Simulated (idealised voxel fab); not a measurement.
process module | voxel self aligned contacts
cross-section cut | 205 nm wide | cells 5 nm
A cross-section is a grid of square cells, given in bands from the top down. A band is one or more rows of cells.
Each band's line starts with the height of the band's top and of its bottom, in nm. Then come its materials from left to right, each with its width in nm. One material with "throughout" fills the band from edge to edge. "air" is empty space.
Height 0 is the level under which the wafer as received is all one material. The lowest band goes on downwards, as in "0 down".
A width such as "30 to 40" changes by the same amount from each row of cells to the next, from the band's top row to its bottom row.
"no change" after a step means that no cell of the cross-section changed.
closed voids: empty space of 8 cells or more with no open way to the top, each as width x height at its distance from the left edge, in nm
after a step's settings: what the simulator itself notes on the step
overlay nm, on a step with a mask: how far to the right of its planned place the mask lay; to the left if negative
Each pair below shows a cross-section before one step and the cross-section after it, down to the lowest band that changed. The line under each pair gives the step between them, with its settings. The pairs can come from different runs of this module on the same starting wafer, so a pair continues from the pair above only where its "before" says so.
before
  0 down: Si throughout
  closed voids: none
after
  5 to 0: SiO2 throughout
  below 0: unchanged
  closed voids: none
the step between: op CONFORMAL_DEP | material SiO2 | thk nm 5
before: the cross-section after the pair above
after
  30 to 5: polySi throughout
  below 5: unchanged
  closed voids: none
the step between: op DIRECTIONAL_DEP | material polySi | thk nm 25
before: the cross-section after the pair above
after
  50 to 30: SiN throughout
  below 30: unchanged
  closed voids: none
the step between: op DIRECTIONAL_DEP | material SiN | thk nm 20
before: the cross-section after the pair above
after
  50 to 30: air 30 | SiN 25 | air 35 | SiN 25 | air 35 | SiN 25 | air 30
  below 30: unchanged
  closed voids: none
the step between: op MASKED_ETCH | tone cover | mask id GATE | width nm 25 | pitch nm 60 | etch materials SiN | depth nm 20 | overlay nm 0
before: the cross-section after the pair above
after
  50 to 30: air 30 | SiN 25 | air 35 | SiN 25 | air 35 | SiN 25 | air 30
  30 to 5: air 30 | polySi 25 | air 35 | polySi 25 | air 35 | polySi 25 | air 30
  below 5: unchanged
  closed voids: none
the step between: op MASKED_ETCH | tone cover | mask id GATE | width nm 25 | pitch nm 60 | etch materials polySi | depth nm 25 | overlay nm 0
before: the cross-section after the pair above
after
  60 to 30: air 20 | SiN 45 | air 15 | SiN 45 | air 15 | SiN 45 | air 20
  30 to 15: air 20 | SiN 10 | polySi 25 | SiN 10 | air 15 | SiN 10 | polySi 25 | SiN 10 | air 15 | SiN 10 | polySi 25 | SiN 10 | air 20
  15 to 5: SiN 30 | polySi 25 | SiN 35 | polySi 25 | SiN 35 | polySi 25 | SiN 30
  below 5: unchanged
  closed voids: none
the step between: op CONFORMAL_DEP | material SiN | thk nm 10
before: the cross-section after the pair above
after
  50 to 30: air 20 | SiN 45 | air 15 | SiN 45 | air 15 | SiN 45 | air 20
  30 to 5: air 20 | SiN 10 | polySi 25 | SiN 10 | air 15 | SiN 10 | polySi 25 | SiN 10 | air 15 | SiN 10 | polySi 25 | SiN 10 | air 20
  below 5: unchanged
  closed voids: none
the step between: op DIRECTIONAL_ETCH | etch materials SiN | depth nm 10
before: the cross-section after the pair above
after
  60 to 50: SiO2 throughout
  50 to 30: SiO2 20 | SiN 45 | SiO2 15 | SiN 45 | SiO2 15 | SiN 45 | SiO2 20
  30 to 5: SiO2 20 | SiN 10 | polySi 25 | SiN 10 | SiO2 15 | SiN 10 | polySi 25 | SiN 10 | SiO2 15 | SiN 10 | polySi 25 | SiN 10 | SiO2 20
  below 5: unchanged
  closed voids: none
the step between: op FILL_DEP | material SiO2 | thk nm 10
before: the cross-section after the pair above
after
  55 to 50: SiO2 throughout
  below 50: unchanged
  closed voids: none
the step between: op CMP | height nm 55
before: the cross-section after the pair above
after
  65 to 55: aC throughout
  below 55: unchanged
  closed voids: none
the step between: op DIRECTIONAL_DEP | material aC | thk nm 10
before: the cross-section after the pair above
after
  95 to 65: resist 50 | air 45 | resist 15 | air 45 | resist 50
  below 65: unchanged
  closed voids: none
the step between: op PATTERN | tone open | mask id CONTACT | material resist | width nm 45 | pitch nm 60 | thk nm 30 | overlay nm 0
before: the cross-section after the pair above
after
  85 to 65: resist 50 | air 45 | resist 15 | air 45 | resist 50
  65 to 55: aC 50 | air 45 | aC 15 | air 45 | aC 50
  below 55: unchanged
  closed voids: none
the step between: op DIRECTIONAL_ETCH | etch materials aC | depth nm 10
before: the cross-section after the pair above
after
  65 to 55: aC 50 | air 45 | aC 15 | air 45 | aC 50
  below 55: unchanged
  closed voids: none
the step between: op STRIP | etch materials resist
before: the cross-section after the pair above
after
  65 to 55: aC 50 | air 45 | aC 15 | air 45 | aC 50
  55 to 50: SiO2 50 | air 45 | SiO2 15 | air 45 | SiO2 50
  50 to 30: SiO2 20 | SiN 45 | air 15 | SiN 45 | air 15 | SiN 45 | SiO2 20
  30 to 5: SiO2 20 | SiN 10 | polySi 25 | SiN 10 | air 15 | SiN 10 | polySi 25 | SiN 10 | air 15 | SiN 10 | polySi 25 | SiN 10 | SiO2 20
  5 to 0: SiO2 65 | air 15 | SiO2 45 | air 15 | SiO2 65
  below 0: unchanged
  closed voids: none
the step between: op DIRECTIONAL_ETCH | etch materials SiO2 | depth nm 55
before: the cross-section after the pair above
after
  55 to 50: SiO2 50 | air 45 | SiO2 15 | air 45 | SiO2 50
  below 50: unchanged
  closed voids: none
the step between: op STRIP | etch materials aC
before: the cross-section after the pair above
after
  60 to 55: TiN 55 | air 35 | TiN 25 | air 35 | TiN 55
  55 to 50: SiO2 50 | TiN 20 | air 5 | TiN 20 | SiO2 15 | TiN 20 | air 5 | TiN 20 | SiO2 50
  50 to 30: SiO2 20 | SiN 45 | TiN 5 | air 5 | TiN 5 | SiN 45 | TiN 5 | air 5 | TiN 5 | SiN 45 | SiO2 20
  30 to 5: SiO2 20 | SiN 10 | polySi 25 | SiN 10 | TiN 5 | air 5 | TiN 5 | SiN 10 | polySi 25 | SiN 10 | TiN 5 | air 5 | TiN 5 | SiN 10 | polySi 25 | SiN 10 | SiO2 20
  5 to 0: SiO2 65 | TiN 15 | SiO2 45 | TiN 15 | SiO2 65
  below 0: unchanged
  closed voids: none
the step between: op CONFORMAL_DEP | material TiN | thk nm 5
before: the cross-section after the pair above
after
  65 to 60: Ru throughout
  60 to 55: TiN 55 | Ru 35 | TiN 25 | Ru 35 | TiN 55
  55 to 50: SiO2 50 | TiN 20 | Ru 5 | TiN 20 | SiO2 15 | TiN 20 | Ru 5 | TiN 20 | SiO2 50
  50 to 30: SiO2 20 | SiN 45 | TiN 5 | Ru 5 | TiN 5 | SiN 45 | TiN 5 | Ru 5 | TiN 5 | SiN 45 | SiO2 20
  30 to 5: SiO2 20 | SiN 10 | polySi 25 | SiN 10 | TiN 5 | Ru 5 | TiN 5 | SiN 10 | polySi 25 | SiN 10 | TiN 5 | Ru 5 | TiN 5 | SiN 10 | polySi 25 | SiN 10 | SiO2 20
  below 5: unchanged
  closed voids: none
the step between: op FILL_DEP | material Ru | thk nm 5
before: the cross-section after the pair above
after
  55 to 50: SiO2 50 | TiN 20 | Ru 5 | TiN 20 | SiO2 15 | TiN 20 | Ru 5 | TiN 20 | SiO2 50
  below 50: unchanged
  closed voids: none
the step between: op CMP | height nm 55
before: the cross-section after the pair above
after
  60 to 55: SiN throughout
  below 55: unchanged
  closed voids: none
the step between: op CONFORMAL_DEP | material SiN | thk nm 5
before
  0 down: Si throughout
  closed voids: none
after
  25 to 0: polySi throughout
  below 0: unchanged
  closed voids: none
the step between: op DIRECTIONAL_DEP | material polySi | thk nm 25
before: the cross-section after the pair above
after
  45 to 25: SiN throughout
  below 25: unchanged
  closed voids: none
the step between: op DIRECTIONAL_DEP | material SiN | thk nm 20
before: the cross-section after the pair above
after
  45 to 25: air 30 | SiN 25 | air 35 | SiN 25 | air 35 | SiN 25 | air 30
  below 25: unchanged
  closed voids: none
the step between: op MASKED_ETCH | tone cover | mask id GATE | width nm 25 | pitch nm 60 | etch materials SiN | depth nm 20 | overlay nm 0
before: the cross-section after the pair above
after
  45 to 25: air 30 | SiN 25 | air 35 | SiN 25 | air 35 | SiN 25 | air 30
  25 to 0: air 30 | polySi 25 | air 35 | polySi 25 | air 35 | polySi 25 | air 30
  below 0: unchanged
  closed voids: none
the step between: op MASKED_ETCH | tone cover | mask id GATE | width nm 25 | pitch nm 60 | etch materials polySi | depth nm 25 | overlay nm 0
before: the cross-section after the pair above
after
  55 to 25: air 20 | SiN 45 | air 15 | SiN 45 | air 15 | SiN 45 | air 20
  25 to 10: air 20 | SiN 10 | polySi 25 | SiN 10 | air 15 | SiN 10 | polySi 25 | SiN 10 | air 15 | SiN 10 | polySi 25 | SiN 10 | air 20
  10 to 0: SiN 30 | polySi 25 | SiN 35 | polySi 25 | SiN 35 | polySi 25 | SiN 30
  below 0: unchanged
  closed voids: none
the step between: op CONFORMAL_DEP | material SiN | thk nm 10
before: the cross-section after the pair above
after
  45 to 25: air 20 | SiN 45 | air 15 | SiN 45 | air 15 | SiN 45 | air 20
  25 to 0: air 20 | SiN 10 | polySi 25 | SiN 10 | air 15 | SiN 10 | polySi 25 | SiN 10 | air 15 | SiN 10 | polySi 25 | SiN 10 | air 20
  below 0: unchanged
  closed voids: none
the step between: op DIRECTIONAL_ETCH | etch materials SiN | depth nm 10
before: the cross-section after the pair above
after
  55 to 45: SiO2 throughout
  45 to 25: SiO2 20 | SiN 45 | SiO2 15 | SiN 45 | SiO2 15 | SiN 45 | SiO2 20
  25 to 0: SiO2 20 | SiN 10 | polySi 25 | SiN 10 | SiO2 15 | SiN 10 | polySi 25 | SiN 10 | SiO2 15 | SiN 10 | polySi 25 | SiN 10 | SiO2 20
  below 0: unchanged
  closed voids: none
the step between: op FILL_DEP | material SiO2 | thk nm 10
before: the cross-section after the pair above
after
  65 to 55: aC throughout
  below 55: unchanged
  closed voids: none
the step between: op DIRECTIONAL_DEP | material aC | thk nm 10
before: the cross-section after the pair above
after
  95 to 65: resist 50 | air 45 | resist 15 | air 45 | resist 50
  below 65: unchanged
  closed voids: none
the step between: op PATTERN | tone open | mask id CONTACT | material resist | width nm 45 | pitch nm 60 | thk nm 30 | overlay nm 0
before: the cross-section after the pair above
after
  85 to 65: resist 50 | air 45 | resist 15 | air 45 | resist 50
  65 to 55: aC 50 | air 45 | aC 15 | air 45 | aC 50
  below 55: unchanged
  closed voids: none
the step between: op DIRECTIONAL_ETCH | etch materials aC | depth nm 10
before: the cross-section after the pair above
after
  65 to 55: aC 50 | air 45 | aC 15 | air 45 | aC 50
  below 55: unchanged
  closed voids: none
the step between: op STRIP | etch materials resist
before: the cross-section after the pair above
after
  65 to 55: aC 50 | air 45 | aC 15 | air 45 | aC 50
  55 to 45: SiO2 50 | air 45 | SiO2 15 | air 45 | SiO2 50
  45 to 25: SiO2 20 | SiN 45 | air 15 | SiN 45 | air 15 | SiN 45 | SiO2 20
  25 to 0: SiO2 20 | SiN 10 | polySi 25 | SiN 10 | air 15 | SiN 10 | polySi 25 | SiN 10 | air 15 | SiN 10 | polySi 25 | SiN 10 | SiO2 20
  below 0: unchanged
  closed voids: none
the step between: op DIRECTIONAL_ETCH | etch materials SiO2 | depth nm 55
before: the cross-section after the pair above
after
  55 to 45: SiO2 50 | air 45 | SiO2 15 | air 45 | SiO2 50
  below 45: unchanged
  closed voids: none
the step between: op STRIP | etch materials aC
before: the cross-section after the pair above
after
  60 to 55: TiN 55 | air 35 | TiN 25 | air 35 | TiN 55
  55 to 45: SiO2 50 | TiN 5 to 20 | air 35 to 5 | TiN 5 to 20 | SiO2 15 | TiN 5 to 20 | air 35 to 5 | TiN 5 to 20 | SiO2 50
  45 to 25: SiO2 20 | SiN 45 | TiN 5 | air 5 | TiN 5 | SiN 45 | TiN 5 | air 5 | TiN 5 | SiN 45 | SiO2 20
  25 to 5: SiO2 20 | SiN 10 | polySi 25 | SiN 10 | TiN 5 | air 5 | TiN 5 | SiN 10 | polySi 25 | SiN 10 | TiN 5 | air 5 | TiN 5 | SiN 10 | polySi 25 | SiN 10 | SiO2 20
  5 to 0: SiO2 20 | SiN 10 | polySi 25 | SiN 10 | TiN 15 | SiN 10 | polySi 25 | SiN 10 | TiN 15 | SiN 10 | polySi 25 | SiN 10 | SiO2 20
  below 0: unchanged
  closed voids: none
the step between: op CONFORMAL_DEP | material TiN | thk nm 5
before: the cross-section after the pair above
after
  65 to 60: Ru throughout
  60 to 55: TiN 55 | Ru 35 | TiN 25 | Ru 35 | TiN 55
  55 to 45: SiO2 50 | TiN 5 to 20 | Ru 35 to 5 | TiN 5 to 20 | SiO2 15 | TiN 5 to 20 | Ru 35 to 5 | TiN 5 to 20 | SiO2 50
  45 to 25: SiO2 20 | SiN 45 | TiN 5 | Ru 5 | TiN 5 | SiN 45 | TiN 5 | Ru 5 | TiN 5 | SiN 45 | SiO2 20
  25 to 5: SiO2 20 | SiN 10 | polySi 25 | SiN 10 | TiN 5 | Ru 5 | TiN 5 | SiN 10 | polySi 25 | SiN 10 | TiN 5 | Ru 5 | TiN 5 | SiN 10 | polySi 25 | SiN 10 | SiO2 20
  below 5: unchanged
  closed voids: none
the step between: op FILL_DEP | material Ru | thk nm 5
before: the cross-section after the pair above
after
  55 to 45: SiO2 50 | TiN 5 to 20 | Ru 35 to 5 | TiN 5 to 20 | SiO2 15 | TiN 5 to 20 | Ru 35 to 5 | TiN 5 to 20 | SiO2 50
  below 45: unchanged
  closed voids: none
the step between: op CMP | height nm 55
before: the cross-section after the pair above
after
  60 to 55: SiN throughout
  below 55: unchanged
  closed voids: none
the step between: op CONFORMAL_DEP | material SiN | thk nm 5
before
  50 to 30: SiN throughout
  30 to 5: polySi throughout
  5 to 0: SiO2 throughout
  0 down: Si throughout
  closed voids: none
after
  70 to 30: SiN throughout
  below 30: unchanged
  closed voids: none
the step between: op DIRECTIONAL_DEP | material SiN | thk nm 20
before: the cross-section after the pair above
after
  70 to 50: air 30 | SiN 25 | air 35 | SiN 25 | air 35 | SiN 25 | air 30
  below 50: unchanged
  closed voids: none
the step between: op MASKED_ETCH | tone cover | mask id GATE | width nm 25 | pitch nm 60 | etch materials SiN | depth nm 20 | overlay nm 0
before: the cross-section after the pair above
after
  80 to 60: air 20 | SiN 45 | air 15 | SiN 45 | air 15 | SiN 45 | air 20
  60 to 30: SiN throughout
  below 30: unchanged
  closed voids: none
the step between: op CONFORMAL_DEP | material SiN | thk nm 10
before: the cross-section after the pair above
after
  70 to 50: air 20 | SiN 45 | air 15 | SiN 45 | air 15 | SiN 45 | air 20
  below 50: unchanged
  closed voids: none
the step between: op DIRECTIONAL_ETCH | etch materials SiN | depth nm 10
before: the cross-section after the pair above
after
  80 to 70: SiO2 throughout
  70 to 50: SiO2 20 | SiN 45 | SiO2 15 | SiN 45 | SiO2 15 | SiN 45 | SiO2 20
  below 50: unchanged
  closed voids: none
the step between: op FILL_DEP | material SiO2 | thk nm 10
before: the cross-section after the pair above
after
  55 to 50: SiO2 20 | SiN 45 | SiO2 15 | SiN 45 | SiO2 15 | SiN 45 | SiO2 20
  below 50: unchanged
  closed voids: none
the step between: op CMP | height nm 55
before: the cross-section after the pair above
after
  65 to 55: aC throughout
  below 55: unchanged
  closed voids: none
the step between: op DIRECTIONAL_DEP | material aC | thk nm 10
before: the cross-section after the pair above
after
  95 to 65: resist 50 | air 45 | resist 15 | air 45 | resist 50
  below 65: unchanged
  closed voids: none
the step between: op PATTERN | tone open | mask id CONTACT | material resist | width nm 45 | pitch nm 60 | thk nm 30 | overlay nm 0
before: the cross-section after the pair above
after
  85 to 65: resist 50 | air 45 | resist 15 | air 45 | resist 50
  65 to 55: aC 50 | air 45 | aC 15 | air 45 | aC 50
  below 55: unchanged
  closed voids: none
the step between: op DIRECTIONAL_ETCH | etch materials aC | depth nm 10
before: the cross-section after the pair above
after
  65 to 55: aC 50 | air 45 | aC 15 | air 45 | aC 50
  below 55: unchanged
  closed voids: none
the step between: op STRIP | etch materials resist
before: the cross-section after the pair above
after
  65 to 55: aC 50 | air 45 | aC 15 | air 45 | aC 50
  55 to 50: SiO2 20 | SiN 45 | air 15 | SiN 45 | air 15 | SiN 45 | SiO2 20
  below 50: unchanged
  closed voids: none
the step between: op DIRECTIONAL_ETCH | etch materials SiO2 | depth nm 55
before: the cross-section after the pair above
after
  55 to 50: SiO2 20 | SiN 45 | air 15 | SiN 45 | air 15 | SiN 45 | SiO2 20
  below 50: unchanged
  closed voids: none
the step between: op STRIP | etch materials aC
before: the cross-section after the pair above
after
  60 to 55: TiN 70 | air 5 | TiN 55 | air 5 | TiN 70
  55 to 50: SiO2 20 | SiN 45 | TiN 15 | SiN 45 | TiN 15 | SiN 45 | SiO2 20
  below 50: unchanged
  closed voids: none
the step between: op CONFORMAL_DEP | material TiN | thk nm 5
before: the cross-section after the pair above
after
  65 to 60: Ru throughout
  60 to 55: TiN 70 | Ru 5 | TiN 55 | Ru 5 | TiN 70
  below 55: unchanged
  closed voids: none
the step between: op FILL_DEP | material Ru | thk nm 5
before: the cross-section after the pair above
after
  55 to 50: SiO2 20 | SiN 45 | TiN 15 | SiN 45 | TiN 15 | SiN 45 | SiO2 20
  below 50: unchanged
  closed voids: none
the step between: op CMP | height nm 55
before: the cross-section after the pair above
after
  60 to 55: SiN throughout
  below 55: unchanged
  closed voids: none
the step between: op CONFORMAL_DEP | material SiN | thk nm 5
before
  25 to 0: polySi throughout
  0 down: Si throughout
  closed voids: none
after
  30 to 25: SiO2 throughout
  below 25: unchanged
  closed voids: none
the step between: op CONFORMAL_DEP | material SiO2 | thk nm 5
before: the cross-section after the pair above
after
  50 to 30: SiN throughout
  below 30: unchanged
  closed voids: none
the step between: op DIRECTIONAL_DEP | material SiN | thk nm 20
before: the cross-section after the pair above
after
  50 to 30: air 30 | SiN 25 | air 35 | SiN 25 | air 35 | SiN 25 | air 30
  below 30: unchanged
  closed voids: none
the step between: op MASKED_ETCH | tone cover | mask id GATE | width nm 25 | pitch nm 60 | etch materials SiN | depth nm 20 | overlay nm 0
before: the cross-section after the pair above
after
  60 to 40: air 20 | SiN 45 | air 15 | SiN 45 | air 15 | SiN 45 | air 20
  40 to 30: SiN throughout
  below 30: unchanged
  closed voids: none
the step between: op CONFORMAL_DEP | material SiN | thk nm 10
before: the cross-section after the pair above
after
  50 to 30: air 20 | SiN 45 | air 15 | SiN 45 | air 15 | SiN 45 | air 20
  below 30: unchanged
  closed voids: none
the step between: op DIRECTIONAL_ETCH | etch materials SiN | depth nm 10
before: the cross-section after the pair above
after
  60 to 50: SiO2 throughout
  50 to 30: SiO2 20 | SiN 45 | SiO2 15 | SiN 45 | SiO2 15 | SiN 45 | SiO2 20
  below 30: unchanged
  closed voids: none
the step between: op FILL_DEP | material SiO2 | thk nm 10
before: the cross-section after the pair above
after
  55 to 50: SiO2 throughout
  below 50: unchanged
  closed voids: none
the step between: op CMP | height nm 55
before: the cross-section after the pair above
after
  65 to 55: aC throughout
  below 55: unchanged
  closed voids: none
the step between: op DIRECTIONAL_DEP | material aC | thk nm 10
before: the cross-section after the pair above
after
  95 to 65: resist 50 | air 45 | resist 15 | air 45 | resist 50
  below 65: unchanged
  closed voids: none
the step between: op PATTERN | tone open | mask id CONTACT | material resist | width nm 45 | pitch nm 60 | thk nm 30 | overlay nm 0
before: the cross-section after the pair above
after
  85 to 65: resist 50 | air 45 | resist 15 | air 45 | resist 50
  65 to 55: aC 50 | air 45 | aC 15 | air 45 | aC 50
  below 55: unchanged
  closed voids: none
the step between: op DIRECTIONAL_ETCH | etch materials aC | depth nm 10
before: the cross-section after the pair above
after
  65 to 55: aC 50 | air 45 | aC 15 | air 45 | aC 50
  below 55: unchanged
  closed voids: none
the step between: op STRIP | etch materials resist
before: the cross-section after the pair above
after
  65 to 55: aC 50 | air 45 | aC 15 | air 45 | aC 50
  55 to 50: SiO2 50 | air 45 | SiO2 15 | air 45 | SiO2 50
  50 to 30: SiO2 20 | SiN 45 | air 15 | SiN 45 | air 15 | SiN 45 | SiO2 20
  30 to 25: SiO2 65 | air 15 | SiO2 45 | air 15 | SiO2 65
  below 25: unchanged
  closed voids: none
the step between: op DIRECTIONAL_ETCH | etch materials SiO2 | depth nm 55
before: the cross-section after the pair above
after
  55 to 50: SiO2 50 | air 45 | SiO2 15 | air 45 | SiO2 50
  below 50: unchanged
  closed voids: none
the step between: op STRIP | etch materials aC
before: the cross-section after the pair above
after
  60 to 55: TiN 55 | air 35 | TiN 25 | air 35 | TiN 55
  55 to 50: SiO2 50 | TiN 20 | air 5 | TiN 20 | SiO2 15 | TiN 20 | air 5 | TiN 20 | SiO2 50
  50 to 30: SiO2 20 | SiN 45 | TiN 5 | air 5 | TiN 5 | SiN 45 | TiN 5 | air 5 | TiN 5 | SiN 45 | SiO2 20
  30 to 25: SiO2 65 | TiN 15 | SiO2 45 | TiN 15 | SiO2 65
  below 25: unchanged
  closed voids: none
the step between: op CONFORMAL_DEP | material TiN | thk nm 5
before: the cross-section after the pair above
after
  65 to 60: Ru throughout
  60 to 55: TiN 55 | Ru 35 | TiN 25 | Ru 35 | TiN 55
  55 to 50: SiO2 50 | TiN 20 | Ru 5 | TiN 20 | SiO2 15 | TiN 20 | Ru 5 | TiN 20 | SiO2 50
  50 to 30: SiO2 20 | SiN 45 | TiN 5 | Ru 5 | TiN 5 | SiN 45 | TiN 5 | Ru 5 | TiN 5 | SiN 45 | SiO2 20
  below 30: unchanged
  closed voids: none
the step between: op FILL_DEP | material Ru | thk nm 5
before: the cross-section after the pair above
after
  55 to 50: SiO2 50 | TiN 20 | Ru 5 | TiN 20 | SiO2 15 | TiN 20 | Ru 5 | TiN 20 | SiO2 50
  below 50: unchanged
  closed voids: none
the step between: op CMP | height nm 55
before: the cross-section after the pair above
after
  60 to 55: SiN throughout
  below 55: unchanged
  closed voids: none
the step between: op CONFORMAL_DEP | material SiN | thk nm 5
before
  60 to 50: SiO2 throughout
  50 to 30: SiO2 20 | SiN 45 | SiO2 15 | SiN 45 | SiO2 15 | SiN 45 | SiO2 20
  30 to 5: SiO2 20 | SiN 10 | polySi 25 | SiN 10 | SiO2 15 | SiN 10 | polySi 25 | SiN 10 | SiO2 15 | SiN 10 | polySi 25 | SiN 10 | SiO2 20
  5 to 0: SiO2 throughout
  0 down: Si throughout
  closed voids: none
after
  45 to 30: SiO2 20 | SiN 45 | SiO2 15 | SiN 45 | SiO2 15 | SiN 45 | SiO2 20
  below 30: unchanged
  closed voids: none
the step between: op CMP | height nm 45
before: the cross-section after the pair above
after
  55 to 45: aC throughout
  below 45: unchanged
  closed voids: none
the step between: op DIRECTIONAL_DEP | material aC | thk nm 10
before: the cross-section after the pair above
after
  85 to 55: resist 50 | air 45 | resist 15 | air 45 | resist 50
  below 55: unchanged
  closed voids: none
the step between: op PATTERN | tone open | mask id CONTACT | material resist | width nm 45 | pitch nm 60 | thk nm 30 | overlay nm 0
before: the cross-section after the pair above
after
  75 to 55: resist 50 | air 45 | resist 15 | air 45 | resist 50
  55 to 45: aC 50 | air 45 | aC 15 | air 45 | aC 50
  below 45: unchanged
  closed voids: none
the step between: op DIRECTIONAL_ETCH | etch materials aC | depth nm 10
before: the cross-section after the pair above
after
  55 to 45: aC 50 | air 45 | aC 15 | air 45 | aC 50
  below 45: unchanged
  closed voids: none
the step between: op STRIP | etch materials resist
before: the cross-section after the pair above
after
  55 to 45: aC 50 | air 45 | aC 15 | air 45 | aC 50
  45 to 30: SiO2 20 | SiN 45 | air 15 | SiN 45 | air 15 | SiN 45 | SiO2 20
  30 to 5: SiO2 20 | SiN 10 | polySi 25 | SiN 10 | air 15 | SiN 10 | polySi 25 | SiN 10 | air 15 | SiN 10 | polySi 25 | SiN 10 | SiO2 20
  5 to 0: SiO2 65 | air 15 | SiO2 45 | air 15 | SiO2 65
  below 0: unchanged
  closed voids: none
the step between: op DIRECTIONAL_ETCH | etch materials SiO2 | depth nm 55
before: the cross-section after the pair above
after
  45 to 30: SiO2 20 | SiN 45 | air 15 | SiN 45 | air 15 | SiN 45 | SiO2 20
  below 30: unchanged
  closed voids: none
the step between: op STRIP | etch materials aC
before: the cross-section after the pair above
after
  50 to 45: TiN 70 | air 5 | TiN 55 | air 5 | TiN 70
  45 to 30: SiO2 20 | SiN 45 | TiN 5 | air 5 | TiN 5 | SiN 45 | TiN 5 | air 5 | TiN 5 | SiN 45 | SiO2 20
  30 to 5: SiO2 20 | SiN 10 | polySi 25 | SiN 10 | TiN 5 | air 5 | TiN 5 | SiN 10 | polySi 25 | SiN 10 | TiN 5 | air 5 | TiN 5 | SiN 10 | polySi 25 | SiN 10 | SiO2 20
  5 to 0: SiO2 65 | TiN 15 | SiO2 45 | TiN 15 | SiO2 65
  below 0: unchanged
  closed voids: none
the step between: op CONFORMAL_DEP | material TiN | thk nm 5
before: the cross-section after the pair above
after
  55 to 50: Ru throughout
  50 to 45: TiN 70 | Ru 5 | TiN 55 | Ru 5 | TiN 70
  45 to 30: SiO2 20 | SiN 45 | TiN 5 | Ru 5 | TiN 5 | SiN 45 | TiN 5 | Ru 5 | TiN 5 | SiN 45 | SiO2 20
  30 to 5: SiO2 20 | SiN 10 | polySi 25 | SiN 10 | TiN 5 | Ru 5 | TiN 5 | SiN 10 | polySi 25 | SiN 10 | TiN 5 | Ru 5 | TiN 5 | SiN 10 | polySi 25 | SiN 10 | SiO2 20
  below 5: unchanged
  closed voids: none
the step between: op FILL_DEP | material Ru | thk nm 5
before: the cross-section after the pair above
after
  60 to 55: SiN throughout
  below 55: unchanged
  closed voids: none
the step between: op CONFORMAL_DEP | material SiN | thk nm 5
before
  50 to 30: SiN throughout
  30 to 5: polySi throughout
  5 to 0: SiO2 throughout
  0 down: Si throughout
  closed voids: none
after
  50 to 30: air 35 | SiN 15 | air 45 | SiN 15 | air 45 | SiN 15 | air 35
  below 30: unchanged
  closed voids: none
the step between: op MASKED_ETCH | tone cover | mask id GATE | width nm 15 | pitch nm 60 | etch materials SiN | depth nm 20 | overlay nm 0
before: the cross-section after the pair above
after
  50 to 30: air 35 | SiN 15 | air 45 | SiN 15 | air 45 | SiN 15 | air 35
  30 to 5: air 30 | polySi 25 | air 35 | polySi 25 | air 35 | polySi 25 | air 30
  below 5: unchanged
  closed voids: none
the step between: op MASKED_ETCH | tone cover | mask id GATE | width nm 25 | pitch nm 60 | etch materials polySi | depth nm 25 | overlay nm 0
before: the cross-section after the pair above
after
  60 to 40: air 25 | SiN 35 | air 25 | SiN 35 | air 25 | SiN 35 | air 25
  40 to 30: air 20 | SiN 45 | air 15 | SiN 45 | air 15 | SiN 45 | air 20
  30 to 15: air 20 | SiN 10 | polySi 25 | SiN 10 | air 15 | SiN 10 | polySi 25 | SiN 10 | air 15 | SiN 10 | polySi 25 | SiN 10 | air 20
  15 to 5: SiN 30 | polySi 25 | SiN 35 | polySi 25 | SiN 35 | polySi 25 | SiN 30
  below 5: unchanged
  closed voids: none
the step between: op CONFORMAL_DEP | material SiN | thk nm 10
before: the cross-section after the pair above
after
  50 to 30: air 25 | SiN 35 | air 25 | SiN 35 | air 25 | SiN 35 | air 25
  30 to 5: air 20 | SiN 10 | polySi 25 | SiN 10 | air 15 | SiN 10 | polySi 25 | SiN 10 | air 15 | SiN 10 | polySi 25 | SiN 10 | air 20
  below 5: unchanged
  closed voids: none
the step between: op DIRECTIONAL_ETCH | etch materials SiN | depth nm 10
before: the cross-section after the pair above
after
  60 to 50: SiO2 throughout
  50 to 30: SiO2 25 | SiN 35 | SiO2 25 | SiN 35 | SiO2 25 | SiN 35 | SiO2 25
  30 to 5: SiO2 20 | SiN 10 | polySi 25 | SiN 10 | SiO2 15 | SiN 10 | polySi 25 | SiN 10 | SiO2 15 | SiN 10 | polySi 25 | SiN 10 | SiO2 20
  below 5: unchanged
  closed voids: none
the step between: op FILL_DEP | material SiO2 | thk nm 10
before: the cross-section after the pair above
after
  55 to 50: SiO2 throughout
  below 50: unchanged
  closed voids: none
the step between: op CMP | height nm 55
before: the cross-section after the pair above
after
  65 to 55: aC throughout
  below 55: unchanged
  closed voids: none
the step between: op DIRECTIONAL_DEP | material aC | thk nm 10
before: the cross-section after the pair above
after
  95 to 65: resist 50 | air 45 | resist 15 | air 45 | resist 50
  below 65: unchanged
  closed voids: none
the step between: op PATTERN | tone open | mask id CONTACT | material resist | width nm 45 | pitch nm 60 | thk nm 30 | overlay nm 0
before: the cross-section after the pair above
after
  85 to 65: resist 50 | air 45 | resist 15 | air 45 | resist 50
  65 to 55: aC 50 | air 45 | aC 15 | air 45 | aC 50
  below 55: unchanged
  closed voids: none
the step between: op DIRECTIONAL_ETCH | etch materials aC | depth nm 10
before: the cross-section after the pair above
after
  65 to 55: aC 50 | air 45 | aC 15 | air 45 | aC 50
  below 55: unchanged
  closed voids: none
the step between: op STRIP | etch materials resist
before: the cross-section after the pair above
after
  65 to 55: aC 50 | air 45 | aC 15 | air 45 | aC 50
  55 to 50: SiO2 50 | air 45 | SiO2 15 | air 45 | SiO2 50
  50 to 30: SiO2 25 | SiN 35 | air 25 | SiN 35 | air 25 | SiN 35 | SiO2 25
  30 to 5: SiO2 20 | SiN 10 | polySi 25 | SiN 10 | air 15 | SiN 10 | polySi 25 | SiN 10 | air 15 | SiN 10 | polySi 25 | SiN 10 | SiO2 20
  5 to 0: SiO2 65 | air 15 | SiO2 45 | air 15 | SiO2 65
  below 0: unchanged
  closed voids: none
the step between: op DIRECTIONAL_ETCH | etch materials SiO2 | depth nm 55
before: the cross-section after the pair above
after
  55 to 50: SiO2 50 | air 45 | SiO2 15 | air 45 | SiO2 50
  below 50: unchanged
  closed voids: none
the step between: op STRIP | etch materials aC
